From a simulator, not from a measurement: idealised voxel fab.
The document below concerns the process module designated voxel quadruple lines.
Section cut is 220 nm wide and gridded with 5 nm square cells.
Format of a cross-section: grid, square cells. Given as bands. Order: top down. Band: one or more rows of cells. The band entry comprises the height of the band's top followed by the height of its bottom, expressed in nm, and subsequently the band's materials from left to right, each stated together with its width in nm. Where a single material is marked with the word "all across", that material fills the band from edge to edge. The word "air" represents empty space. Convention: height 0 is the level below which the wafer, as received, is all one material. The lowest band does not terminate at the bottom but continues downward, represented as "0 -> down". Width spec "30..40" -> top row of cells at first value, bottom row at second value, equal per-row change in between. Where the words "left unchanged" appear for a step, the cross-section shows no cell changed by that step; every cell remained as before. What "Tabulated closed voids" gives you is every empty space of 8 cells or more that is cut off from the top. Each appears as width x height at distance, with the distance taken from the left edge and width, height and distance all in nm. It should be noted that, on the line of a given step, the content following the step's settings is a remark produced by the simulator itself with respect to that step. overlay nm: mask offset rightward from planned place, masked step; negative means leftward offset.

So here's the lineup of process steps we planned
1,RECEIVE: material Si
2,CONFORMAL_DEP: material SiO2, thk nm 5
3,DIRECTIONAL_DEP: material Ru, thk nm 10
4,DIRECTIONAL_DEP: material polySi, thk nm 20
5,DIRECTIONAL_DEP: material aC, thk nm 20
6,PATTERN: tone cover, mask id MANDREL, material resist, width nm 20, pitch nm 60, thk nm 30, overlay nm 0
7,DIRECTIONAL_ETCH: etch materials aC, depth nm 20
8,STRIP: etch materials resist
9,CONFORMAL_DEP: material SiO2, thk nm 10
10,DIRECTIONAL_ETCH: etch materials SiO2, depth nm 10
11,STRIP: etch materials aC
12,DIRECTIONAL_ETCH: etch materials polySi, depth nm 20
13,STRIP: etch materials SiO2
14,CONFORMAL_DEP: material SiCN, thk nm 5
15,DIRECTIONAL_ETCH: etch materials SiCN, depth nm 5
16,STRIP: etch materials polySi
17,DIRECTIONAL_ETCH: etch materials Ru, depth nm 10
18,STRIP: etch materials SiCN
19,FILL_DEP: material lowk, thk nm 10
20,CMP: height nm 15

The first of two wafers, run as planned

Cross-section, incoming material, after step 1
* 0 -> down  Si all across
* Tabulated closed voids: none

Wafer section view after processing step 2
* 5 -> 0  SiO2 all across
* Everything under 0 stays put, no change at all.

Wafer section view after processing step 3
* 15 -> 5  Ru all across
* Everything under 5 stays put, no change at all.

Wafer section view after processing step 4
* 35 -> 15  polySi all across
* Everything under 15 stays put, no change at all.

Wafer section view after processing step 5
* 55 -> 35  aC all across
* Everything under 35 stays put, no change at all.

Wafer section view after processing step 6
* 85 -> 55  air 70 nm, then resist 20 nm, then air 40 nm, then resist 20 nm, then air 70 nm
* Everything under 55 stays put, no change at all.

Wafer section view after processing step 7
* 65 -> 55  air 70 nm, then resist 20 nm, then air 40 nm, then resist 20 nm, then air 70 nm
* 55 -> 35  air 70 nm, then aC 20 nm, then air 40 nm, then aC 20 nm, then air 70 nm
* Everything under 35 stays put, no change at all.

Wafer section view after processing step 8
* 55 -> 35  air 70 nm, then aC 20 nm, then air 40 nm, then aC 20 nm, then air 70 nm
* Everything under 35 stays put, no change at all.

Wafer section view after processing step 9
* 65 -> 55  air 60 nm, then SiO2 40 nm, then air 20 nm, then SiO2 40 nm, then air 60 nm
* 55 -> 45  air 60 nm, then SiO2 10 nm, then aC 20 nm, then SiO2 10 nm, then air 20 nm, then SiO2 10 nm, then aC 20 nm, then SiO2 10 nm, then air 60 nm
* 45 -> 35  SiO2 70 nm, then aC 20 nm, then SiO2 40 nm, then aC 20 nm, then SiO2 70 nm
* Everything under 35 stays put, no change at all.

Wafer section view after processing step 10
* 55 -> 35  air 60 nm, then SiO2 10 nm, then aC 20 nm, then SiO2 10 nm, then air 20 nm, then SiO2 10 nm, then aC 20 nm, then SiO2 10 nm, then air 60 nm
* Everything under 35 stays put, no change at all.

Wafer section view after processing step 11
* 55 -> 35  air 60 nm, then SiO2 10 nm, then air 20 nm, then SiO2 10 nm, then air 20 nm, then SiO2 10 nm, then air 20 nm, then SiO2 10 nm, then air 60 nm
* Everything under 35 stays put, no change at all.

Wafer section view after processing step 12
* 55 -> 35  air 60 nm, then SiO2 10 nm, then air 20 nm, then SiO2 10 nm, then air 20 nm, then SiO2 10 nm, then air 20 nm, then SiO2 10 nm, then air 60 nm
* 35 -> 15  air 60 nm, then polySi 10 nm, then air 20 nm, then polySi 10 nm, then air 20 nm, then polySi 10 nm, then air 20 nm, then polySi 10 nm, then air 60 nm
* Everything under 15 stays put, no change at all.

Wafer section view after processing step 13
* 35 -> 15  air 60 nm, then polySi 10 nm, then air 20 nm, then polySi 10 nm, then air 20 nm, then polySi 10 nm, then air 20 nm, then polySi 10 nm, then air 60 nm
* Everything under 15 stays put, no change at all.

Wafer section view after processing step 14
* 40 -> 35  air 55 nm, then SiCN 20 nm, then air 10 nm, then SiCN 20 nm, then air 10 nm, then SiCN 20 nm, then air 10 nm, then SiCN 20 nm, then air 55 nm
* 35 -> 20  air 55 nm, then SiCN 5 nm, then polySi 10 nm, then SiCN 5 nm, then air 10 nm, then SiCN 5 nm, then polySi 10 nm, then SiCN 5 nm, then air 10 nm, then SiCN 5 nm, then polySi 10 nm, then SiCN 5 nm, then air 10 nm, then SiCN 5 nm, then polySi 10 nm, then SiCN 5 nm, then air 55 nm
* 20 -> 15  SiCN 60 nm, then polySi 10 nm, then SiCN 20 nm, then polySi 10 nm, then SiCN 20 nm, then polySi 10 nm, then SiCN 20 nm, then polySi 10 nm, then SiCN 60 nm
* Everything under 15 stays put, no change at all.

Wafer section view after processing step 15
* 35 -> 15  air 55 nm, then SiCN 5 nm, then polySi 10 nm, then SiCN 5 nm, then air 10 nm, then SiCN 5 nm, then polySi 10 nm, then SiCN 5 nm, then air 10 nm, then SiCN 5 nm, then polySi 10 nm, then SiCN 5 nm, then air 10 nm, then SiCN 5 nm, then polySi 10 nm, then SiCN 5 nm, then air 55 nm
* Everything under 15 stays put, no change at all.

Wafer section view after processing step 16
* 35 -> 15  air 55 nm, then SiCN 5 nm, then air 10 nm, then SiCN 5 nm, then air 10 nm, then SiCN 5 nm, then air 10 nm, then SiCN 5 nm, then air 10 nm, then SiCN 5 nm, then air 10 nm, then SiCN 5 nm, then air 10 nm, then SiCN 5 nm, then air 10 nm, then SiCN 5 nm, then air 55 nm
* Everything under 15 stays put, no change at all.

Wafer section view after processing step 17
* 35 -> 15  air 55 nm, then SiCN 5 nm, then air 10 nm, then SiCN 5 nm, then air 10 nm, then SiCN 5 nm, then air 10 nm, then SiCN 5 nm, then air 10 nm, then SiCN 5 nm, then air 10 nm, then SiCN 5 nm, then air 10 nm, then SiCN 5 nm, then air 10 nm, then SiCN 5 nm, then air 55 nm
* 15 -> 5  air 55 nm, then Ru 5 nm, then air 10 nm, then Ru 5 nm, then air 10 nm, then Ru 5 nm, then air 10 nm, then Ru 5 nm, then air 10 nm, then Ru 5 nm, then air 10 nm, then Ru 5 nm, then air 10 nm, then Ru 5 nm, then air 10 nm, then Ru 5 nm, then air 55 nm
* Everything under 5 stays put, no change at all.

Wafer section view after processing step 18
* 15 -> 5  air 55 nm, then Ru 5 nm, then air 10 nm, then Ru 5 nm, then air 10 nm, then Ru 5 nm, then air 10 nm, then Ru 5 nm, then air 10 nm, then Ru 5 nm, then air 10 nm, then Ru 5 nm, then air 10 nm, then Ru 5 nm, then air 10 nm, then Ru 5 nm, then air 55 nm
* Everything under 5 stays put, no change at all.

Wafer section view after processing step 19
* 25 -> 15  lowk all across
* 15 -> 5  lowk 55 nm, then Ru 5 nm, then lowk 10 nm, then Ru 5 nm, then lowk 10 nm, then Ru 5 nm, then lowk 10 nm, then Ru 5 nm, then lowk 10 nm, then Ru 5 nm, then lowk 10 nm, then Ru 5 nm, then lowk 10 nm, then Ru 5 nm, then lowk 10 nm, then Ru 5 nm, then lowk 55 nm
* Everything under 5 stays put, no change at all.

Wafer section view after processing step 20
* 15 -> 5  lowk 55 nm, then Ru 5 nm, then lowk 10 nm, then Ru 5 nm, then lowk 10 nm, then Ru 5 nm, then lowk 10 nm, then Ru 5 nm, then lowk 10 nm, then Ru 5 nm, then lowk 10 nm, then Ru 5 nm, then lowk 10 nm, then Ru 5 nm, then lowk 10 nm, then Ru 5 nm, then lowk 55 nm
* Everything under 5 stays put, no change at all.

Okay, second wafer. Nothing different at the start, nothing different in the plan, just one mistake somewhere in the running. As far as step 5, counting that step, it's the first wafer all over again

Second wafer shown in cross-section at the time step 6 was slated to end
* 85 -> 55  resist 70 nm, then air 20 nm, then resist 40 nm, then air 20 nm, then resist 70 nm
* Everything under 55 stays put, no change at all.

Second wafer shown in cross-section at the time step 7 was slated to end
* 65 -> 55  resist 70 nm, then air 20 nm, then resist 40 nm, then air 20 nm, then resist 70 nm
* 55 -> 35  aC 70 nm, then air 20 nm, then aC 40 nm, then air 20 nm, then aC 70 nm
* Everything under 35 stays put, no change at all.

Second wafer shown in cross-section at the time step 8 was slated to end
* 55 -> 35  aC 70 nm, then air 20 nm, then aC 40 nm, then air 20 nm, then aC 70 nm
* Everything under 35 stays put, no change at all.

Second wafer shown in cross-section at the time step 9 was slated to end
* 65 -> 55  SiO2 all across
* 55 -> 35  aC 70 nm, then SiO2 20 nm, then aC 40 nm, then SiO2 20 nm, then aC 70 nm
* Everything under 35 stays put, no change at all.

Second wafer shown in cross-section at the time step 10 was slated to end
* 55 -> 35  aC 70 nm, then SiO2 20 nm, then aC 40 nm, then SiO2 20 nm, then aC 70 nm
* Everything under 35 stays put, no change at all.

Second wafer shown in cross-section at the time step 11 was slated to end
* 55 -> 35  air 70 nm, then SiO2 20 nm, then air 40 nm, then SiO2 20 nm, then air 70 nm
* Everything under 35 stays put, no change at all.

Second wafer shown in cross-section at the time step 12 was slated to end
* 55 -> 35  air 70 nm, then SiO2 20 nm, then air 40 nm, then SiO2 20 nm, then air 70 nm
* 35 -> 15  air 70 nm, then polySi 20 nm, then air 40 nm, then polySi 20 nm, then air 70 nm
* Everything under 15 stays put, no change at all.

Second wafer shown in cross-section at the time step 13 was slated to end
* 35 -> 15  air 70 nm, then polySi 20 nm, then air 40 nm, then polySi 20 nm, then air 70 nm
* Everything under 15 stays put, no change at all.

Second wafer shown in cross-section at the time step 14 was slated to end
* 40 -> 35  air 65 nm, then SiCN 30 nm, then air 30 nm, then SiCN 30 nm, then air 65 nm
* 35 -> 20  air 65 nm, then SiCN 5 nm, then polySi 20 nm, then SiCN 5 nm, then air 30 nm, then SiCN 5 nm, then polySi 20 nm, then SiCN 5 nm, then air 65 nm
* 20 -> 15  SiCN 70 nm, then polySi 20 nm, then SiCN 40 nm, then polySi 20 nm, then SiCN 70 nm
* Everything under 15 stays put, no change at all.

Second wafer shown in cross-section at the time step 15 was slated to end
* 35 -> 15  air 65 nm, then SiCN 5 nm, then polySi 20 nm, then SiCN 5 nm, then air 30 nm, then SiCN 5 nm, then polySi 20 nm, then SiCN 5 nm, then air 65 nm
* Everything under 15 stays put, no change at all.

Second wafer shown in cross-section at the time step 16 was slated to end
* 35 -> 15  air 65 nm, then SiCN 5 nm, then air 20 nm, then SiCN 5 nm, then air 30 nm, then SiCN 5 nm, then air 20 nm, then SiCN 5 nm, then air 65 nm
* Everything under 15 stays put, no change at all.

Second wafer shown in cross-section at the time step 17 was slated to end
* 35 -> 15  air 65 nm, then SiCN 5 nm, then air 20 nm, then SiCN 5 nm, then air 30 nm, then SiCN 5 nm, then air 20 nm, then SiCN 5 nm, then air 65 nm
* 15 -> 5  air 65 nm, then Ru 5 nm, then air 20 nm, then Ru 5 nm, then air 30 nm, then Ru 5 nm, then air 20 nm, then Ru 5 nm, then air 65 nm
* Everything under 5 stays put, no change at all.

Second wafer shown in cross-section at the time step 18 was slated to end
* 15 -> 5  air 65 nm, then Ru 5 nm, then air 20 nm, then Ru 5 nm, then air 30 nm, then Ru 5 nm, then air 20 nm, then Ru 5 nm, then air 65 nm
* Everything under 5 stays put, no change at all.

Second wafer shown in cross-section at the time step 19 was slated to end
* 25 -> 15  lowk all across
* 15 -> 5  lowk 65 nm, then Ru 5 nm, then lowk 20 nm, then Ru 5 nm, then lowk 30 nm, then Ru 5 nm, then lowk 20 nm, then Ru 5 nm, then lowk 65 nm
* Everything under 5 stays put, no change at all.

Second wafer shown in cross-section at the time step 20 was slated to end
* 15 -> 5  lowk 65 nm, then Ru 5 nm, then lowk 20 nm, then Ru 5 nm, then lowk 30 nm, then Ru 5 nm, then lowk 20 nm, then Ru 5 nm, then lowk 65 nm
* Everything under 5 stays put, no change at all.
Run error: the process deviated at step 6: the operation and settings actually run there were PATTERN: tone open, mask id MANDREL, material resist, width nm 20, pitch nm 60, thk nm 30, overlay nm 0
Final comparison by cell count, materials where the second wafer has more or fewer than the first: Ru -8, lowk +8
